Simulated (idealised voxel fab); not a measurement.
Presented below is a process module, voxel released beams.
This is section cut - it's 215 nm across, gridded in 5 nm square cells.
If you're reading a cross-section in this doc, picture square cells in a grid; it comes to you as bands, top ones listed first down to the bottom, and a band can be one or more rows of cells.
Heights first: top, then bottom, in nm. Then materials, left to right, each with a width in nm. "full width" on a single material: fills the band edge to edge. "air": empty space.
The level at which height equals 0 is the one under which the wafer, as it arrives, is entirely one material. No lower edge exists for the bottom band, which continues downward and is notated as in "top 0, no bottom".
Graded width ("30 to 40"): value in top row of band = first number; value in bottom row = second number; row-to-row change constant.
When a step is marked "nothing changed", none of the cells in the cross-section changed during that step.
Look at "Trapped voids" for the closed voids: empty spaces with no open path to the top, sized 8 cells or up. Each is width x height at distance, distance from the left edge, all nm.
Note: text after step settings on the step line = simulator remark on that step.
overlay nm: how far to the right of its planned place the mask lay on this masked step (negative: to the left).
**List of planned process steps**
1 RECEIVE with material Si
2 CONFORMAL_DEP with material SiN, thk nm 10
3 DIRECTIONAL_DEP with material SiO2, thk nm 10
4 DIRECTIONAL_DEP with material aC, thk nm 10
5 PATTERN with tone open, mask id ANCHOR, material resist, width nm 40, thk nm 25, overlay nm 0
6 DIRECTIONAL_ETCH with etch materials aC, depth nm 10
7 STRIP with etch materials resist
8 DIRECTIONAL_ETCH with etch materials SiO2, depth nm 10
9 STRIP with etch materials aC
10 CONFORMAL_DEP with material polySi, thk nm 15
11 MASKED_ETCH with tone cover, mask id BEAM, width nm 100, etch materials polySi, depth nm 15, overlay nm 0
12 STRIP with etch materials SiO2
**Cross-section of the wafer at receipt, which is the condition after step 1**
  top 0, no bottom = Si full width
  Trapped voids: none
**As-planned run: cross-section of the first of two wafers at end of module**
  top 35, bottom 25 = air 55 nm / polySi 20 nm / air 10 nm / polySi 70 nm / air 60 nm
  top 25, bottom 20 = air 55 nm / polySi 100 nm / air 60 nm
  top 20, bottom 10 = air 60 nm / polySi 40 nm / air 115 nm
  top 10, bottom 0 = SiN full width
  top 0, no bottom = Si full width
  Trapped voids: none
**Presented here is a cross-section of the second of the two wafers as it stood at the end of the module. It was started in the same manner and assigned the same plan as the first wafer; however, one mistake was made in its execution**
  top 25, bottom 15 = air 55 nm / polySi 20 nm / air 10 nm / polySi 70 nm / air 60 nm
  top 15, bottom 10 = air 55 nm / polySi 100 nm / air 60 nm
  top 10, bottom 0 = air 60 nm / polySi 40 nm / air 115 nm
  top 0, no bottom = Si full width
  Trapped voids: none
what went wrong: execution of step 2 of the plan did not take place, the step having been omitted
End check, counted in cells, second wafer has more or fewer of these materials than the first: -86 SiN
